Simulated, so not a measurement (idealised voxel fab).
process module | voxel spacer lines
cross-section cut | 220 nm wide | cells 5 nm
A cross-section is a grid of square cells, given in bands from the top down. A band is one or more rows of cells.
Each band's line starts with the height of the band's top and of its bottom, in nm. Then come its materials from left to right, each with its width in nm. One material with "throughout" fills the band from edge to edge. "air" is empty space.
Height 0 is the level under which the wafer as received is all one material. The lowest band goes on downwards, as in "0 down".
A width such as "30 to 40" changes by the same amount from each row of cells to the next, from the band's top row to its bottom row.
"no change" after a step means that no cell of the cross-section changed.
closed voids: empty space of 8 cells or more with no open way to the top, each as width x height at its distance from the left edge, in nm
after a step's settings: what the simulator itself notes on the step
overlay nm, on a step with a mask: how far to the right of its planned place the mask lay; to the left if negative
plan
1 op RECEIVE | material Si
2 op CONFORMAL_DEP | material Al2O3 | thk nm 10
3 op DIRECTIONAL_DEP | material TiN | thk nm 15
4 op DIRECTIONAL_DEP | material aC | thk nm 30
5 op PATTERN | tone cover | mask id MANDREL | material resist | width nm 25 | pitch nm 80 | thk nm 40 | overlay nm 0
6 op DIRECTIONAL_ETCH | etch materials aC | depth nm 30
7 op STRIP | etch materials resist
8 op CONFORMAL_DEP | material SiN | thk nm 15
9 op DIRECTIONAL_ETCH | etch materials SiN | depth nm 15
10 op STRIP | etch materials aC
11 op DIRECTIONAL_ETCH | etch materials TiN | depth nm 15
12 op STRIP | etch materials SiN
13 op FILL_DEP | material SiO2 | thk nm 10
14 op CMP | height nm 25
first wafer, as planned
as received, after step 1
  0 down: Si throughout
  closed voids: none
after step 2
  10 to 0: Al2O3 throughout
  below 0: unchanged
after step 3
  25 to 10: TiN throughout
  below 10: unchanged
after step 4
  55 to 25: aC throughout
  below 25: unchanged
after step 5
  95 to 55: air 15 | resist 25 | air 55 | resist 25 | air 55 | resist 25 | air 20
  below 55: unchanged
after step 6
  65 to 55: air 15 | resist 25 | air 55 | resist 25 | air 55 | resist 25 | air 20
  55 to 25: air 15 | aC 25 | air 55 | aC 25 | air 55 | aC 25 | air 20
  below 25: unchanged
after step 7
  55 to 25: air 15 | aC 25 | air 55 | aC 25 | air 55 | aC 25 | air 20
  below 25: unchanged
after step 8
  70 to 55: SiN 55 | air 25 | SiN 55 | air 25 | SiN 55 | air 5
  55 to 40: SiN 15 | aC 25 | SiN 15 | air 25 | SiN 15 | aC 25 | SiN 15 | air 25 | SiN 15 | aC 25 | SiN 15 | air 5
  40 to 25: SiN 15 | aC 25 | SiN 55 | aC 25 | SiN 55 | aC 25 | SiN 20
  below 25: unchanged
after step 9
  55 to 25: SiN 15 | aC 25 | SiN 15 | air 25 | SiN 15 | aC 25 | SiN 15 | air 25 | SiN 15 | aC 25 | SiN 15 | air 5
  below 25: unchanged
after step 10
  55 to 25: SiN 15 | air 25 | SiN 15 | air 25 | SiN 15 | air 25 | SiN 15 | air 25 | SiN 15 | air 25 | SiN 15 | air 5
  below 25: unchanged
after step 11
  55 to 25: SiN 15 | air 25 | SiN 15 | air 25 | SiN 15 | air 25 | SiN 15 | air 25 | SiN 15 | air 25 | SiN 15 | air 5
  25 to 10: TiN 15 | air 25 | TiN 15 | air 25 | TiN 15 | air 25 | TiN 15 | air 25 | TiN 15 | air 25 | TiN 15 | air 5
  below 10: unchanged
after step 12
  25 to 10: TiN 15 | air 25 | TiN 15 | air 25 | TiN 15 | air 25 | TiN 15 | air 25 | TiN 15 | air 25 | TiN 15 | air 5
  below 10: unchanged
after step 13
  35 to 25: SiO2 throughout
  25 to 10: TiN 15 | SiO2 25 | TiN 15 | SiO2 25 | TiN 15 | SiO2 25 | TiN 15 | SiO2 25 | TiN 15 | SiO2 25 | TiN 15 | SiO2 5
  below 10: unchanged
after step 14
  25 to 10: TiN 15 | SiO2 25 | TiN 15 | SiO2 25 | TiN 15 | SiO2 25 | TiN 15 | SiO2 25 | TiN 15 | SiO2 25 | TiN 15 | SiO2 5
  below 10: unchanged
second wafer: like start, like plan, one mistake. Through step 2 it matches the first wafer
when step 3 should have ended
  20 to 10: TiN throughout
  below 10: unchanged
when step 4 should have ended
  50 to 20: aC throughout
  below 20: unchanged
when step 5 should have ended
  90 to 50: air 15 | resist 25 | air 55 | resist 25 | air 55 | resist 25 | air 20
  below 50: unchanged
when step 6 should have ended
  60 to 50: air 15 | resist 25 | air 55 | resist 25 | air 55 | resist 25 | air 20
  50 to 20: air 15 | aC 25 | air 55 | aC 25 | air 55 | aC 25 | air 20
  below 20: unchanged
when step 7 should have ended
  50 to 20: air 15 | aC 25 | air 55 | aC 25 | air 55 | aC 25 | air 20
  below 20: unchanged
when step 8 should have ended
  65 to 50: SiN 55 | air 25 | SiN 55 | air 25 | SiN 55 | air 5
  50 to 35: SiN 15 | aC 25 | SiN 15 | air 25 | SiN 15 | aC 25 | SiN 15 | air 25 | SiN 15 | aC 25 | SiN 15 | air 5
  35 to 20: SiN 15 | aC 25 | SiN 55 | aC 25 | SiN 55 | aC 25 | SiN 20
  below 20: unchanged
when step 9 should have ended
  50 to 20: SiN 15 | aC 25 | SiN 15 | air 25 | SiN 15 | aC 25 | SiN 15 | air 25 | SiN 15 | aC 25 | SiN 15 | air 5
  below 20: unchanged
when step 10 should have ended
  50 to 20: SiN 15 | air 25 | SiN 15 | air 25 | SiN 15 | air 25 | SiN 15 | air 25 | SiN 15 | air 25 | SiN 15 | air 5
  below 20: unchanged
when step 11 should have ended
  50 to 20: SiN 15 | air 25 | SiN 15 | air 25 | SiN 15 | air 25 | SiN 15 | air 25 | SiN 15 | air 25 | SiN 15 | air 5
  20 to 10: TiN 15 | air 25 | TiN 15 | air 25 | TiN 15 | air 25 | TiN 15 | air 25 | TiN 15 | air 25 | TiN 15 | air 5
  below 10: unchanged
when step 12 should have ended
  20 to 10: TiN 15 | air 25 | TiN 15 | air 25 | TiN 15 | air 25 | TiN 15 | air 25 | TiN 15 | air 25 | TiN 15 | air 5
  below 10: unchanged
when step 13 should have ended
  30 to 20: SiO2 throughout
  20 to 10: TiN 15 | SiO2 25 | TiN 15 | SiO2 25 | TiN 15 | SiO2 25 | TiN 15 | SiO2 25 | TiN 15 | SiO2 25 | TiN 15 | SiO2 5
  below 10: unchanged
when step 14 should have ended
  25 to 20: SiO2 throughout
  below 20: unchanged
what went wrong: step 3 ran as: op DIRECTIONAL_DEP | material TiN | thk nm 10
at the end the second wafer has, in cells: 18 more of SiO2 | 18 fewer of TiN
